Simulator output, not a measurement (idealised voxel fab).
process module | voxel transistor to metal
cross-section cut | 185 nm wide | cells 5 nm
A cross-section is a grid of square cells, given in bands from the top down. A band is one or more rows of cells.
Each band's line starts with the height of the band's top and of its bottom, in nm. Then come its materials from left to right, each with its width in nm. One material with "throughout" fills the band from edge to edge. "air" is empty space.
Height 0 is the level under which the wafer as received is all one material. The lowest band goes on downwards, as in "0 down".
A width such as "30 to 40" changes by the same amount from each row of cells to the next, from the band's top row to its bottom row.
"no change" after a step means that no cell of the cross-section changed.
closed voids: empty space of 8 cells or more with no open way to the top, each as width x height at its distance from the left edge, in nm
after a step's settings: what the simulator itself notes on the step
overlay nm, on a step with a mask: how far to the right of its planned place the mask lay; to the left if negative
plan
1 op RECEIVE | material Si
2 op OXIDIZE | depth nm 5
3 op CONFORMAL_DEP | material SiN | thk nm 15
4 op PATTERN | tone cover | mask id ACTIVE | material resist | width nm 115 | thk nm 15 | overlay nm 0
5 op DIRECTIONAL_ETCH | etch materials SiN | depth nm 15
6 op DIRECTIONAL_ETCH | etch materials SiO2 | depth nm 5
7 op DIRECTIONAL_ETCH | etch materials Si | depth nm 30
8 op STRIP | etch materials resist
9 op OXIDIZE | depth nm 5
10 op FILL_DEP | material SiO2 | thk nm 10
11 op CMP | height nm 15
12 op SELECTIVE_ETCH | etch materials SiO2 | depth nm 10
13 op STRIP | etch materials SiN
14 op SELECTIVE_ETCH | etch materials SiO2 | depth nm 5
15 op OXIDIZE | depth nm 5
16 op DIRECTIONAL_DEP | material polySi | thk nm 30
17 op DIRECTIONAL_DEP | material SiCN | thk nm 15
18 op PATTERN | tone cover | mask id GATE | material resist | width nm 35 | thk nm 20 | overlay nm 0
19 op DIRECTIONAL_ETCH | etch materials SiCN | depth nm 25
20 op DIRECTIONAL_ETCH | etch materials polySi | depth nm 40
21 op STRIP | etch materials resist
22 op CONFORMAL_DEP | material SiN | thk nm 5
23 op DIRECTIONAL_ETCH | etch materials SiN | depth nm 5
24 op DIRECTIONAL_ETCH | etch materials SiO2 | depth nm 5
25 op DIRECTIONAL_ETCH | etch materials Si | depth nm 10
26 op EPI | material pSi | thk nm 15
27 op FILL_DEP | material SiO2 | thk nm 5
28 op CMP | height nm 25
29 op STRIP | etch materials polySi
30 op SELECTIVE_ETCH | etch materials SiO2 | depth nm 5
31 op CONFORMAL_DEP | material HfO2 | thk nm 5
32 op CONFORMAL_DEP | material TiN | thk nm 5
33 op FILL_DEP | material W | thk nm 10
34 op CMP | height nm 20
35 op DIRECTIONAL_DEP | material SiO2 | thk nm 10
36 op PATTERN | tone open | mask id CONTACT | material resist | width nm 15 | pitch nm 90 | thk nm 15 | overlay nm 0
37 op DIRECTIONAL_ETCH | etch materials SiO2 | depth nm 35
38 op STRIP | etch materials resist
39 op CONFORMAL_DEP | material TiN | thk nm 5
40 op FILL_DEP | material W | thk nm 10
41 op CMP | height nm 30
42 op CONFORMAL_DEP | material SiCN | thk nm 5
43 op DIRECTIONAL_DEP | material lowk | thk nm 25
44 op PATTERN | tone open | mask id METAL_1 | material resist | width nm 15 | pitch nm 90 | thk nm 15 | overlay nm 0
45 op DIRECTIONAL_ETCH | etch materials lowk | depth nm 25
46 op DIRECTIONAL_ETCH | etch materials SiCN | depth nm 5
47 op STRIP | etch materials resist
48 op CONFORMAL_DEP | material TiN | thk nm 5
49 op FILL_DEP | material Cu | thk nm 10
50 op CMP | height nm 60
51 op EPI | material Ru | thk nm 5
52 op FILL_DEP | material SiCN | thk nm 5
53 op DIRECTIONAL_DEP | material lowk | thk nm 30
54 op MASKED_ETCH | tone open | mask id METAL_2 | width nm 15 | pitch nm 90 | etch materials lowk | depth nm 20 | overlay nm 0
55 op PATTERN | tone open | mask id METAL_2_HOLES | material resist | width nm 15 | pitch nm 90 | thk nm 20 | overlay nm 0
56 op DIRECTIONAL_ETCH | etch materials lowk | depth nm 10
57 op DIRECTIONAL_ETCH | etch materials SiCN | depth nm 5
58 op STRIP | etch materials resist
59 op CONFORMAL_DEP | material TiN | thk nm 5
60 op FILL_DEP | material Cu | thk nm 5
61 op CMP | height nm 100
62 op CONFORMAL_DEP | material SiCN | thk nm 5
first wafer, as planned
as received, after step 1
  0 down: Si throughout
  closed voids: none
after step 2
  0 to -5: SiO2 throughout
  below -5: unchanged
after step 3
  15 to 0: SiN throughout
  below 0: unchanged
after step 4
  30 to 15: air 35 | resist 115 | air 35
  below 15: unchanged
after step 5
  30 to 15: air 35 | resist 115 | air 35
  15 to 0: air 35 | SiN 115 | air 35
  below 0: unchanged
after step 6
  30 to 15: air 35 | resist 115 | air 35
  15 to 0: air 35 | SiN 115 | air 35
  0 to -5: air 35 | SiO2 115 | air 35
  below -5: unchanged
after step 7
  30 to 15: air 35 | resist 115 | air 35
  15 to 0: air 35 | SiN 115 | air 35
  0 to -5: air 35 | SiO2 115 | air 35
  -5 to -35: air 35 | Si 115 | air 35
  below -35: unchanged
after step 8
  15 to 0: air 35 | SiN 115 | air 35
  below 0: unchanged
after step 9
  15 to 0: air 35 | SiN 115 | air 35
  0 to -5: air 35 | SiO2 115 | air 35
  -5 to -35: air 35 | SiO2 5 | Si 105 | SiO2 5 | air 35
  -35 to -40: SiO2 40 | Si 105 | SiO2 40
  below -40: unchanged
after step 10
  25 to 15: SiO2 throughout
  15 to 0: SiO2 35 | SiN 115 | SiO2 35
  0 to -5: SiO2 throughout
  -5 to -40: SiO2 40 | Si 105 | SiO2 40
  below -40: unchanged
after step 11
  15 to 0: SiO2 35 | SiN 115 | SiO2 35
  below 0: unchanged
after step 12
  15 to 5: air 35 | SiN 115 | air 35
  below 5: unchanged
after step 13
  5 to 0: SiO2 35 | air 115 | SiO2 35
  below 0: unchanged
after step 14
  0 to -5: SiO2 30 | air 125 | SiO2 30
  below -5: unchanged
after step 15
  0 to -5: SiO2 30 | air 125 | SiO2 30
  -5 to -10: SiO2 throughout
  below -10: unchanged
after step 16
  30 to 25: polySi 30 | air 125 | polySi 30
  25 to 0: polySi throughout
  0 to -5: SiO2 30 | polySi 125 | SiO2 30
  below -5: unchanged
after step 17
  45 to 40: SiCN 30 | air 125 | SiCN 30
  40 to 30: SiCN throughout
  30 to 25: polySi 30 | SiCN 125 | polySi 30
  below 25: unchanged
after step 18
  65 to 45: air 75 | resist 35 | air 75
  45 to 40: SiCN 30 | air 45 | resist 35 | air 45 | SiCN 30
  below 40: unchanged
after step 19
  65 to 40: air 75 | resist 35 | air 75
  40 to 30: air 75 | SiCN 35 | air 75
  30 to 25: polySi 30 | air 45 | SiCN 35 | air 45 | polySi 30
  below 25: unchanged
after step 20
  65 to 40: air 75 | resist 35 | air 75
  40 to 25: air 75 | SiCN 35 | air 75
  25 to 0: air 75 | polySi 35 | air 75
  0 to -5: SiO2 30 | air 45 | polySi 35 | air 45 | SiO2 30
  below -5: unchanged
after step 21
  40 to 25: air 75 | SiCN 35 | air 75
  below 25: unchanged
after step 22
  45 to 40: air 70 | SiN 45 | air 70
  40 to 25: air 70 | SiN 5 | SiCN 35 | SiN 5 | air 70
  25 to 5: air 70 | SiN 5 | polySi 35 | SiN 5 | air 70
  5 to 0: SiN 35 | air 35 | SiN 5 | polySi 35 | SiN 5 | air 35 | SiN 35
  0 to -5: SiO2 30 | SiN 45 | polySi 35 | SiN 45 | SiO2 30
  below -5: unchanged
after step 23
  40 to 25: air 70 | SiN 5 | SiCN 35 | SiN 5 | air 70
  25 to 0: air 70 | SiN 5 | polySi 35 | SiN 5 | air 70
  0 to -5: SiO2 30 | SiN 5 | air 35 | SiN 5 | polySi 35 | SiN 5 | air 35 | SiN 5 | SiO2 30
  below -5: unchanged
after step 24
  40 to 25: air 70 | SiN 5 | SiCN 35 | SiN 5 | air 70
  25 to 0: air 70 | SiN 5 | polySi 35 | SiN 5 | air 70
  0 to -5: air 30 | SiN 5 | air 35 | SiN 5 | polySi 35 | SiN 5 | air 35 | SiN 5 | air 30
  -5 to -10: SiO2 35 | air 35 | SiO2 45 | air 35 | SiO2 35
  below -10: unchanged
after step 25
  40 to 25: air 70 | SiN 5 | SiCN 35 | SiN 5 | air 70
  25 to 0: air 70 | SiN 5 | polySi 35 | SiN 5 | air 70
  0 to -5: air 30 | SiN 5 | air 35 | SiN 5 | polySi 35 | SiN 5 | air 35 | SiN 5 | air 30
  -5 to -10: SiO2 35 | air 35 | SiO2 45 | air 35 | SiO2 35
  -10 to -20: SiO2 40 | air 30 | Si 45 | air 30 | SiO2 40
  below -20: unchanged
after step 26
  40 to 25: air 70 | SiN 5 | SiCN 35 | SiN 5 | air 70
  25 to 5: air 70 | SiN 5 | polySi 35 | SiN 5 | air 70
  5 to 0: air 55 | pSi 15 | SiN 5 | polySi 35 | SiN 5 | pSi 15 | air 55
  0 to -5: air 30 | SiN 5 | air 20 | pSi 15 | SiN 5 | polySi 35 | SiN 5 | pSi 15 | air 20 | SiN 5 | air 30
  -5 to -10: SiO2 35 | pSi 35 | SiO2 45 | pSi 35 | SiO2 35
  -10 to -20: SiO2 40 | pSi 30 | Si 45 | pSi 30 | SiO2 40
  below -20: unchanged
after step 27
  45 to 40: SiO2 throughout
  40 to 25: SiO2 70 | SiN 5 | SiCN 35 | SiN 5 | SiO2 70
  25 to 5: SiO2 70 | SiN 5 | polySi 35 | SiN 5 | SiO2 70
  5 to 0: SiO2 55 | pSi 15 | SiN 5 | polySi 35 | SiN 5 | pSi 15 | SiO2 55
  0 to -5: SiO2 30 | SiN 5 | SiO2 20 | pSi 15 | SiN 5 | polySi 35 | SiN 5 | pSi 15 | SiO2 20 | SiN 5 | SiO2 30
  below -5: unchanged
after step 28
  25 to 5: SiO2 70 | SiN 5 | polySi 35 | SiN 5 | SiO2 70
  below 5: unchanged
after step 29
  25 to 5: SiO2 70 | SiN 5 | air 35 | SiN 5 | SiO2 70
  5 to 0: SiO2 55 | pSi 15 | SiN 5 | air 35 | SiN 5 | pSi 15 | SiO2 55
  0 to -5: SiO2 30 | SiN 5 | SiO2 20 | pSi 15 | SiN 5 | air 35 | SiN 5 | pSi 15 | SiO2 20 | SiN 5 | SiO2 30
  below -5: unchanged
after step 30
  25 to 20: air 70 | SiN 5 | air 35 | SiN 5 | air 70
  20 to 5: SiO2 70 | SiN 5 | air 35 | SiN 5 | SiO2 70
  5 to 0: SiO2 55 | pSi 15 | SiN 5 | air 35 | SiN 5 | pSi 15 | SiO2 55
  0 to -5: SiO2 30 | SiN 5 | SiO2 20 | pSi 15 | SiN 5 | air 35 | SiN 5 | pSi 15 | SiO2 20 | SiN 5 | SiO2 30
  -5 to -10: SiO2 35 | pSi 35 | air 45 | pSi 35 | SiO2 35
  below -10: unchanged
after step 31
  30 to 25: air 65 | HfO2 15 | air 25 | HfO2 15 | air 65
  25 to 20: HfO2 70 | SiN 5 | HfO2 5 | air 25 | HfO2 5 | SiN 5 | HfO2 70
  20 to 5: SiO2 70 | SiN 5 | HfO2 5 | air 25 | HfO2 5 | SiN 5 | SiO2 70
  5 to 0: SiO2 55 | pSi 15 | SiN 5 | HfO2 5 | air 25 | HfO2 5 | SiN 5 | pSi 15 | SiO2 55
  0 to -5: SiO2 30 | SiN 5 | SiO2 20 | pSi 15 | SiN 5 | HfO2 5 | air 25 | HfO2 5 | SiN 5 | pSi 15 | SiO2 20 | SiN 5 | SiO2 30
  -5 to -10: SiO2 35 | pSi 35 | HfO2 45 | pSi 35 | SiO2 35
  below -10: unchanged
after step 32
  35 to 30: air 60 | TiN 25 | air 15 | TiN 25 | air 60
  30 to 25: TiN 65 | HfO2 15 | TiN 5 | air 15 | TiN 5 | HfO2 15 | TiN 65
  25 to 20: HfO2 70 | SiN 5 | HfO2 5 | TiN 5 | air 15 | TiN 5 | HfO2 5 | SiN 5 | HfO2 70
  20 to 5: SiO2 70 | SiN 5 | HfO2 5 | TiN 5 | air 15 | TiN 5 | HfO2 5 | SiN 5 | SiO2 70
  5 to 0: SiO2 55 | pSi 15 | SiN 5 | HfO2 5 | TiN 5 | air 15 | TiN 5 | HfO2 5 | SiN 5 | pSi 15 | SiO2 55
  0 to -5: SiO2 30 | SiN 5 | SiO2 20 | pSi 15 | SiN 5 | HfO2 5 | TiN 25 | HfO2 5 | SiN 5 | pSi 15 | SiO2 20 | SiN 5 | SiO2 30
  below -5: unchanged
after step 33
  45 to 35: W throughout
  35 to 30: W 60 | TiN 25 | W 15 | TiN 25 | W 60
  30 to 25: TiN 65 | HfO2 15 | TiN 5 | W 15 | TiN 5 | HfO2 15 | TiN 65
  25 to 20: HfO2 70 | SiN 5 | HfO2 5 | TiN 5 | W 15 | TiN 5 | HfO2 5 | SiN 5 | HfO2 70
  20 to 5: SiO2 70 | SiN 5 | HfO2 5 | TiN 5 | W 15 | TiN 5 | HfO2 5 | SiN 5 | SiO2 70
  5 to 0: SiO2 55 | pSi 15 | SiN 5 | HfO2 5 | TiN 5 | W 15 | TiN 5 | HfO2 5 | SiN 5 | pSi 15 | SiO2 55
  below 0: unchanged
after step 34
  20 to 5: SiO2 70 | SiN 5 | HfO2 5 | TiN 5 | W 15 | TiN 5 | HfO2 5 | SiN 5 | SiO2 70
  below 5: unchanged
after step 35
  30 to 20: SiO2 throughout
  below 20: unchanged
after step 36
  45 to 30: resist 40 | air 15 | resist 75 | air 15 | resist 40
  below 30: unchanged
after step 37
  45 to 30: resist 40 | air 15 | resist 75 | air 15 | resist 40
  30 to 20: SiO2 40 | air 15 | SiO2 75 | air 15 | SiO2 40
  20 to 5: SiO2 40 | air 15 | SiO2 15 | SiN 5 | HfO2 5 | TiN 5 | W 15 | TiN 5 | HfO2 5 | SiN 5 | SiO2 15 | air 15 | SiO2 40
  5 to 0: SiO2 40 | air 15 | pSi 15 | SiN 5 | HfO2 5 | TiN 5 | W 15 | TiN 5 | HfO2 5 | SiN 5 | pSi 15 | air 15 | SiO2 40
  0 to -5: SiO2 30 | SiN 5 | SiO2 5 | air 15 | pSi 15 | SiN 5 | HfO2 5 | TiN 25 | HfO2 5 | SiN 5 | pSi 15 | air 15 | SiO2 5 | SiN 5 | SiO2 30
  below -5: unchanged
after step 38
  30 to 20: SiO2 40 | air 15 | SiO2 75 | air 15 | SiO2 40
  below 20: unchanged
after step 39
  35 to 30: TiN 45 | air 5 | TiN 85 | air 5 | TiN 45
  30 to 20: SiO2 40 | TiN 5 | air 5 | TiN 5 | SiO2 75 | TiN 5 | air 5 | TiN 5 | SiO2 40
  20 to 5: SiO2 40 | TiN 5 | air 5 | TiN 5 | SiO2 15 | SiN 5 | HfO2 5 | TiN 5 | W 15 | TiN 5 | HfO2 5 | SiN 5 | SiO2 15 | TiN 5 | air 5 | TiN 5 | SiO2 40
  5 to 0: SiO2 40 | TiN 5 | air 5 | TiN 5 | pSi 15 | SiN 5 | HfO2 5 | TiN 5 | W 15 | TiN 5 | HfO2 5 | SiN 5 | pSi 15 | TiN 5 | air 5 | TiN 5 | SiO2 40
  0 to -5: SiO2 30 | SiN 5 | SiO2 5 | TiN 15 | pSi 15 | SiN 5 | HfO2 5 | TiN 25 | HfO2 5 | SiN 5 | pSi 15 | TiN 15 | SiO2 5 | SiN 5 | SiO2 30
  below -5: unchanged
after step 40
  45 to 35: W throughout
  35 to 30: TiN 45 | W 5 | TiN 85 | W 5 | TiN 45
  30 to 20: SiO2 40 | TiN 5 | W 5 | TiN 5 | SiO2 75 | TiN 5 | W 5 | TiN 5 | SiO2 40
  20 to 5: SiO2 40 | TiN 5 | W 5 | TiN 5 | SiO2 15 | SiN 5 | HfO2 5 | TiN 5 | W 15 | TiN 5 | HfO2 5 | SiN 5 | SiO2 15 | TiN 5 | W 5 | TiN 5 | SiO2 40
  5 to 0: SiO2 40 | TiN 5 | W 5 | TiN 5 | pSi 15 | SiN 5 | HfO2 5 | TiN 5 | W 15 | TiN 5 | HfO2 5 | SiN 5 | pSi 15 | TiN 5 | W 5 | TiN 5 | SiO2 40
  below 0: unchanged
after step 41
  30 to 20: SiO2 40 | TiN 5 | W 5 | TiN 5 | SiO2 75 | TiN 5 | W 5 | TiN 5 | SiO2 40
  below 20: unchanged
after step 42
  35 to 30: SiCN throughout
  below 30: unchanged
after step 43
  60 to 35: lowk throughout
  below 35: unchanged
after step 44
  75 to 60: resist 40 | air 15 | resist 75 | air 15 | resist 40
  below 60: unchanged
after step 45
  75 to 60: resist 40 | air 15 | resist 75 | air 15 | resist 40
  60 to 35: lowk 40 | air 15 | lowk 75 | air 15 | lowk 40
  below 35: unchanged
after step 46
  75 to 60: resist 40 | air 15 | resist 75 | air 15 | resist 40
  60 to 35: lowk 40 | air 15 | lowk 75 | air 15 | lowk 40
  35 to 30: SiCN 40 | air 15 | SiCN 75 | air 15 | SiCN 40
  below 30: unchanged
after step 47
  60 to 35: lowk 40 | air 15 | lowk 75 | air 15 | lowk 40
  below 35: unchanged
after step 48
  65 to 60: TiN 45 | air 5 | TiN 85 | air 5 | TiN 45
  60 to 35: lowk 40 | TiN 5 | air 5 | TiN 5 | lowk 75 | TiN 5 | air 5 | TiN 5 | lowk 40
  35 to 30: SiCN 40 | TiN 15 | SiCN 75 | TiN 15 | SiCN 40
  below 30: unchanged
after step 49
  75 to 65: Cu throughout
  65 to 60: TiN 45 | Cu 5 | TiN 85 | Cu 5 | TiN 45
  60 to 35: lowk 40 | TiN 5 | Cu 5 | TiN 5 | lowk 75 | TiN 5 | Cu 5 | TiN 5 | lowk 40
  below 35: unchanged
after step 50
  60 to 35: lowk 40 | TiN 5 | Cu 5 | TiN 5 | lowk 75 | TiN 5 | Cu 5 | TiN 5 | lowk 40
  below 35: unchanged
after step 51
  65 to 60: air 35 | Ru 25 | air 65 | Ru 25 | air 35
  below 60: unchanged
after step 52
  70 to 65: SiCN throughout
  65 to 60: SiCN 35 | Ru 25 | SiCN 65 | Ru 25 | SiCN 35
  below 60: unchanged
after step 53
  100 to 70: lowk throughout
  below 70: unchanged
after step 54
  100 to 80: lowk 40 | air 15 | lowk 75 | air 15 | lowk 40
  below 80: unchanged
after step 55
  120 to 100: resist 40 | air 15 | resist 75 | air 15 | resist 40
  below 100: unchanged
after step 56
  120 to 100: resist 40 | air 15 | resist 75 | air 15 | resist 40
  100 to 70: lowk 40 | air 15 | lowk 75 | air 15 | lowk 40
  below 70: unchanged
after step 57
  120 to 100: resist 40 | air 15 | resist 75 | air 15 | resist 40
  100 to 70: lowk 40 | air 15 | lowk 75 | air 15 | lowk 40
  70 to 65: SiCN 40 | air 15 | SiCN 75 | air 15 | SiCN 40
  below 65: unchanged
after step 58
  100 to 70: lowk 40 | air 15 | lowk 75 | air 15 | lowk 40
  below 70: unchanged
after step 59
  105 to 100: TiN 45 | air 5 | TiN 85 | air 5 | TiN 45
  100 to 70: lowk 40 | TiN 5 | air 5 | TiN 5 | lowk 75 | TiN 5 | air 5 | TiN 5 | lowk 40
  70 to 65: SiCN 40 | TiN 15 | SiCN 75 | TiN 15 | SiCN 40
  below 65: unchanged
after step 60
  110 to 105: Cu throughout
  105 to 100: TiN 45 | Cu 5 | TiN 85 | Cu 5 | TiN 45
  100 to 70: lowk 40 | TiN 5 | Cu 5 | TiN 5 | lowk 75 | TiN 5 | Cu 5 | TiN 5 | lowk 40
  below 70: unchanged
after step 61
  100 to 70: lowk 40 | TiN 5 | Cu 5 | TiN 5 | lowk 75 | TiN 5 | Cu 5 | TiN 5 | lowk 40
  below 70: unchanged
after step 62
  105 to 100: SiCN throughout
  below 100: unchanged
second wafer: like start, like plan, one mistake. Through step 43 it matches the first wafer
when step 44 should have ended
  75 to 60: resist 40 | air 20 | resist 70 | air 20 | resist 35
  below 60: unchanged
when step 45 should have ended
  75 to 60: resist 40 | air 20 | resist 70 | air 20 | resist 35
  60 to 35: lowk 40 | air 20 | lowk 70 | air 20 | lowk 35
  below 35: unchanged
when step 46 should have ended
  75 to 60: resist 40 | air 20 | resist 70 | air 20 | resist 35
  60 to 35: lowk 40 | air 20 | lowk 70 | air 20 | lowk 35
  35 to 30: SiCN 40 | air 20 | SiCN 70 | air 20 | SiCN 35
  below 30: unchanged
when step 47 should have ended
  60 to 35: lowk 40 | air 20 | lowk 70 | air 20 | lowk 35
  below 35: unchanged
when step 48 should have ended
  65 to 60: TiN 45 | air 10 | TiN 80 | air 10 | TiN 40
  60 to 35: lowk 40 | TiN 5 | air 10 | TiN 5 | lowk 70 | TiN 5 | air 10 | TiN 5 | lowk 35
  35 to 30: SiCN 40 | TiN 20 | SiCN 70 | TiN 20 | SiCN 35
  below 30: unchanged
when step 49 should have ended
  75 to 65: Cu throughout
  65 to 60: TiN 45 | Cu 10 | TiN 80 | Cu 10 | TiN 40
  60 to 35: lowk 40 | TiN 5 | Cu 10 | TiN 5 | lowk 70 | TiN 5 | Cu 10 | TiN 5 | lowk 35
  below 35: unchanged
when step 50 should have ended
  60 to 35: lowk 40 | TiN 5 | Cu 10 | TiN 5 | lowk 70 | TiN 5 | Cu 10 | TiN 5 | lowk 35
  below 35: unchanged
when step 51 should have ended
  65 to 60: air 35 | Ru 30 | air 60 | Ru 30 | air 30
  below 60: unchanged
when step 52 should have ended
  70 to 65: SiCN throughout
  65 to 60: SiCN 35 | Ru 30 | SiCN 60 | Ru 30 | SiCN 30
  below 60: unchanged
when step 53 should have ended
  100 to 70: lowk throughout
  below 70: unchanged
when step 54 should have ended
  100 to 80: lowk 40 | air 15 | lowk 75 | air 15 | lowk 40
  below 80: unchanged
when step 55 should have ended
  120 to 100: resist 40 | air 15 | resist 75 | air 15 | resist 40
  below 100: unchanged
when step 56 should have ended
  120 to 100: resist 40 | air 15 | resist 75 | air 15 | resist 40
  100 to 70: lowk 40 | air 15 | lowk 75 | air 15 | lowk 40
  below 70: unchanged
when step 57 should have ended
  120 to 100: resist 40 | air 15 | resist 75 | air 15 | resist 40
  100 to 70: lowk 40 | air 15 | lowk 75 | air 15 | lowk 40
  70 to 65: SiCN 40 | air 15 | SiCN 75 | air 15 | SiCN 40
  below 65: unchanged
when step 58 should have ended
  100 to 70: lowk 40 | air 15 | lowk 75 | air 15 | lowk 40
  below 70: unchanged
when step 59 should have ended
  105 to 100: TiN 45 | air 5 | TiN 85 | air 5 | TiN 45
  100 to 70: lowk 40 | TiN 5 | air 5 | TiN 5 | lowk 75 | TiN 5 | air 5 | TiN 5 | lowk 40
  70 to 65: SiCN 40 | TiN 15 | SiCN 75 | TiN 15 | SiCN 40
  below 65: unchanged
when step 60 should have ended
  110 to 105: Cu throughout
  105 to 100: TiN 45 | Cu 5 | TiN 85 | Cu 5 | TiN 45
  100 to 70: lowk 40 | TiN 5 | Cu 5 | TiN 5 | lowk 75 | TiN 5 | Cu 5 | TiN 5 | lowk 40
  below 70: unchanged
when step 61 should have ended
  100 to 70: lowk 40 | TiN 5 | Cu 5 | TiN 5 | lowk 75 | TiN 5 | Cu 5 | TiN 5 | lowk 40
  below 70: unchanged
when step 62 should have ended
  105 to 100: SiCN throughout
  below 100: unchanged
what went wrong: step 44 ran as: op PATTERN | tone open | mask id METAL_1 | material resist | width nm 20 | pitch nm 90 | thk nm 15 | overlay nm 0
at the end the second wafer has, in cells: 10 more of Cu | 2 more of Ru | 4 fewer of SiCN | 2 more of TiN | 10 fewer of lowk
